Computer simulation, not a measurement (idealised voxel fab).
Title: Process Module voxel trench capacitor
Shown is cross-section cut, with a width of 225 nm and square cells of size 5 nm.
Cross-section, as written here: a square-cell grid given band by band from the top down, where a band holds one or more rows of cells. Look at the band entry: it leads with the top's height and the bottom's height in nm. Then it lists the materials left to right, with a width in nm for each. The word "all across" on a single material says that material fills the band edge to edge. The word "air" is empty space. A quick word on heights: they are counted from 0, and under that level the wafer as it came to us is one material throughout. The lowest band is different from the rest in having no bottom; it simply continues downward, written as in "0 and below". Graded width ("30 to 40"): value in top row of band = first number; value in bottom row = second number; row-to-row change constant. "nothing was modified" (step): cross-section cells unchanged, all of them. The label "Enclosed void catalog" introduces a list of the empty spaces, 8 cells or larger, that have no open way up to the top; each entry in it reads width x height at distance, where the distance is taken from the left edge and all three are stated in nm. Read whatever lies past the settings on a step's line as the simulator's own remark about the step. "overlay nm", when on a step's line for a step with a mask, measures how far to the right of its planned place the mask lay; a negative measure means to the left.
PLANNED STEP LIST FOR THE PROCESS
1: op RECEIVE | material Si
2: op CONFORMAL_DEP | material SiN | thk nm 5
3: op PATTERN | tone open | mask id TRENCH | material resist | width nm 30 | pitch nm 55 | thk nm 20 | overlay nm -15
4: op DIRECTIONAL_ETCH | etch materials SiN | depth nm 5
5: op DIRECTIONAL_ETCH | etch materials Si | depth nm 35
6: op STRIP | etch materials resist
7: op CONFORMAL_DEP | material Al2O3 | thk nm 5
8: op CONFORMAL_DEP | material TiN | thk nm 5
9: op FILL_DEP | material W | thk nm 5
10: op CMP | height nm 5
The plan's step 3 overlay nm is the first wafer's value; the wafers differ in this setting and start identical.
INCOMING STATE OF THE FIRST OF SEVERAL WAFERS IN CROSS-SECTION: AFTER STEP 1
- 0 and below = Si all across
- Enclosed void catalog: none
WAFER ROWS; END OF MODULE; CELLS PER MATERIAL SINCE RECEIPT: (+) GAINED, (-) LOST; THEN CLOSED VOIDS
overlay nm -15, +60 Al2O3, -126 Si, +27 SiN, +48 TiN, +36 W, Enclosed void catalog: none
overlay nm -10, +60 Al2O3, -126 Si, +27 SiN, +48 TiN, +36 W, Enclosed void catalog: none
overlay nm -5, +60 Al2O3, -126 Si, +27 SiN, +48 TiN, +36 W, Enclosed void catalog: none
overlay nm 0, +60 Al2O3, -126 Si, +27 SiN, +48 TiN, +36 W, Enclosed void catalog: none
overlay nm 5, +60 Al2O3, -126 Si, +27 SiN, +48 TiN, +36 W, Enclosed void catalog: none
overlay nm 10, +60 Al2O3, -126 Si, +27 SiN, +48 TiN, +36 W, Enclosed void catalog: none
overlay nm 15, +60 Al2O3, -126 Si, +27 SiN, +48 TiN, +36 W, Enclosed void catalog: none
